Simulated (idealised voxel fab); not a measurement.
Process module name: voxel tone inversion
In the cross-section labelled cut, the width is 240 nm and each square cell is 5 nm.
This document writes a cross-section as a grid whose cells are square, and gives it as bands, listed from the top down; one or more rows of cells form a band.
First you get the band's top height and its bottom height, in nm, and then the materials it's made of, left to right, with each width in nm. If you see a single material with "throughout", that one covers the band edge to edge. "air" is empty space.
Height 0 is the level under which the wafer as received is all one material. The lowest band goes on downwards, as in "0..down".
A width such as "30 to 40" changes by the same amount from each row of cells to the next, from the band's top row to its bottom row.
A step reported as "no alteration" is a step in which no cell of the cross-section changed.
The list in "Fully enclosed voids" covers empty spaces of 8 cells or more that cannot reach the top through any open way, and it gives each as width x height at distance; the distance is from the left edge, and width, height and distance are in nm.
Where a step's line continues beyond its settings, the continuation is a remark by the simulator itself on that step.
What "overlay nm" on a step's line means: if the step has a mask, that mask lay this far to the right of its planned place, or, when the value is negative, to the left.
Set out below are the planned steps of the process
1,RECEIVE, material Si
2,CONFORMAL_DEP, material SiCN, thk nm 5
3,DIRECTIONAL_DEP, material polySi, thk nm 20
4,PATTERN, tone cover, mask id POSTS, material resist, width nm 25, pitch nm 55, thk nm 30, overlay nm 0
5,DIRECTIONAL_ETCH, etch materials polySi, depth nm 20
6,STRIP, etch materials resist
7,FILL_DEP, material lowk, thk nm 10
8,CMP, height nm 25
9,STRIP, etch materials polySi
As received (post step 1): cross-section
    0..down = Si throughout
    Fully enclosed voids: none
Post-module cross-section of the first of two wafers (run per plan)
    25..5 = lowk 50  air 25  lowk 30  air 25  lowk 30  air 25  lowk 55
    5..0 = SiCN throughout
    0..down = Si throughout
    Fully enclosed voids: none
Cross-section, second wafer: same start as the first, same plan as the first, one mistake in running it; taken at the end of the module
    25..5 = lowk 40  air 25  lowk 30  air 25  lowk 30  air 25  lowk 65
    5..0 = SiCN throughout
    0..down = Si throughout
    Fully enclosed voids: none
Misprocessing identified: note that step 4 departed from the planned setting and was carried out as PATTERN, tone cover, mask id POSTS, material resist, width nm 25, pitch nm 55, thk nm 30, overlay nm -10
At the end, each material covers as many cells on the second wafer as it does on the first, though the cells it covers are elsewhere.
